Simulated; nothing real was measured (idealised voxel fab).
Process module name: voxel gate over fins
Square cells of 5 nm make up the cross-section cut, whose width is 140 nm.
Cross-section = grid of square cells, listed top down in bands; band = one or more rows.
For a band, the entry starts with two heights in nm, that of the top and then that of the bottom, and carries on with the band's materials in order from left to right, each alongside its width in nm; the word "all across" beside a single material means it fills the band edge to edge, and "empty" means empty space.
Measure heights from 0. That's the level where, below it, the as-received wafer is all one material. The lowest band is bottomless and extends downward; write it as in "from 0 down".
You'd read "30 to 40" like this: the band's top row of cells is as wide as the first number, its bottom row is as wide as the second, and going down, every row changes width by the same amount as the row before did.
Step note "all unchanged" = no cross-section cell changed.
The entry "Closed void register" lists the empty spaces that cover at least 8 cells and have no open path to the top. Each is written as width x height at distance, where the distance is measured from the left edge and all three values are in nm.
Read whatever lies past the settings on a step's line as the simulator's own remark about the step.
Among the settings permitted on a step's line is "overlay nm"; applied to a step with a mask, it specifies the extent to which the mask lay to the right of its planned position, whereas a negative figure signifies a position to the left.
# The following list gives the planned process steps
1) RECEIVE: material Si
2) CONFORMAL_DEP: material SiN, thk nm 10
3) DIRECTIONAL_DEP: material aC, thk nm 10
4) PATTERN: tone cover, mask id FINS, material resist, width nm 15, pitch nm 55, thk nm 25, overlay nm 0
5) DIRECTIONAL_ETCH: etch materials aC, depth nm 10
6) STRIP: etch materials resist
7) DIRECTIONAL_ETCH: etch materials SiN, depth nm 5
8) DIRECTIONAL_ETCH: etch materials Si, depth nm 35
9) STRIP: etch materials aC
10) OXIDIZE: depth nm 5
11) FILL_DEP: material SiO2, thk nm 10
12) CMP: height nm 10
13) DIRECTIONAL_DEP: material aC, thk nm 15
14) PATTERN: tone open, mask id RAIL, material resist, width nm 15, thk nm 30, overlay nm 0
15) DIRECTIONAL_ETCH: etch materials aC, depth nm 15
16) STRIP: etch materials resist
17) DIRECTIONAL_ETCH: etch materials SiO2, depth nm 40
18) STRIP: etch materials aC
19) CONFORMAL_DEP: material TiN, thk nm 5
20) FILL_DEP: material Ru, thk nm 10
21) CMP: height nm 10
22) SELECTIVE_ETCH: etch materials W Ru TiN, depth nm 25
23) FILL_DEP: material SiO2, thk nm 5
24) CMP: height nm 10
25) SELECTIVE_ETCH: etch materials SiO2, depth nm 20
26) STRIP: etch materials SiN
27) CONFORMAL_DEP: material HfO2, thk nm 5
28) CONFORMAL_DEP: material TiN, thk nm 5
29) CONFORMAL_DEP: material TiAl, thk nm 5
30) CONFORMAL_DEP: material TiN, thk nm 5
31) FILL_DEP: material W, thk nm 15
32) CMP: height nm 30
33) CONFORMAL_DEP: material SiCN, thk nm 10
Be aware that, although all wafers share a common starting state, the depth nm at step 7 differs among them, and the plan displays the first wafer's value.
# Cross-sectional view of the first of several wafers in the as-received condition, corresponding to the state following step 1
* from 0 down = Si all across
* Closed void register: none
# Cross-section of the first of several wafers, taken after step 33, where the module ends
* from 40 to 30 = SiCN all across
* from 30 to 20 = W all across
* from 20 to 15 = TiN all across
* from 15 to 10 = TiAl all across
* from 10 to 5 = TiN all across
* from 5 to 0 = HfO2 all across
* from 0 down = Si all across
* Closed void register: none
# Last-wafer cross-section at the end of the module
* from 40 to 30 = SiCN all across
* from 30 to 20 = W all across
* from 20 to 15 = W: 20 / TiN: 45 / W: 10 / TiN: 45 / W: 20
* from 15 to 10 = W: 20 / TiN: 5 / TiAl: 35 / TiN: 5 / W: 10 / TiN: 5 / TiAl: 35 / TiN: 5 / W: 20
* from 10 to 5 = TiN: 25 / TiAl: 5 / TiN: 25 / TiAl: 5 / TiN: 20 / TiAl: 5 / TiN: 25 / TiAl: 5 / TiN: 25
* from 5 to 0 = TiAl: 30 / TiN: 5 / HfO2: 15 / TiN: 5 / TiAl: 30 / TiN: 5 / HfO2: 15 / TiN: 5 / TiAl: 30
* from 0 to -5 = TiN: 35 / HfO2: 5 / Si: 5 / HfO2: 5 / TiN: 40 / HfO2: 5 / Si: 5 / HfO2: 5 / TiN: 35
* from -5 to -10 = HfO2: 40 / Si: 5 / HfO2: 50 / Si: 5 / HfO2: 40
* from -10 to -15 = SiO2: 40 / Si: 5 / SiO2: 50 / Si: 5 / SiO2: 40
* from -15 to -25 = SiO2: 40 / Si: 5 / SiO2: 15 / TiN: 5 / Ru: 5 / TiN: 5 / SiO2: 20 / Si: 5 / SiO2: 40
* from -25 to -30 = SiO2: 40 / Si: 5 / SiO2: 15 / TiN: 15 / SiO2: 20 / Si: 5 / SiO2: 40
* from -30 to -40 = SiO2: 40 / Si: 5 / SiO2: 50 / Si: 5 / SiO2: 40
* from -40 down = Si all across
* Closed void register: none
# Table: wafers, a row each; end-of-module cell change per material since receipt, gain (+), loss (-); then closed voids
depth nm 5, +28 HfO2, +56 SiCN, +28 TiAl, +56 TiN, +56 W, Closed void register: none
depth nm 10, +36 HfO2, +2 Ru, -208 Si, +56 SiCN, +147 SiO2, +36 TiAl, +79 TiN, +76 W, Closed void register: none
depth nm 15, +36 HfO2, +2 Ru, -208 Si, +56 SiCN, +147 SiO2, +36 TiAl, +79 TiN, +76 W, Closed void register: none
depth nm 20, +36 HfO2, +2 Ru, -208 Si, +56 SiCN, +147 SiO2, +36 TiAl, +79 TiN, +76 W, Closed void register: none
depth nm 25, +36 HfO2, +2 Ru, -208 Si, +56 SiCN, +147 SiO2, +36 TiAl, +79 TiN, +76 W, Closed void register: none
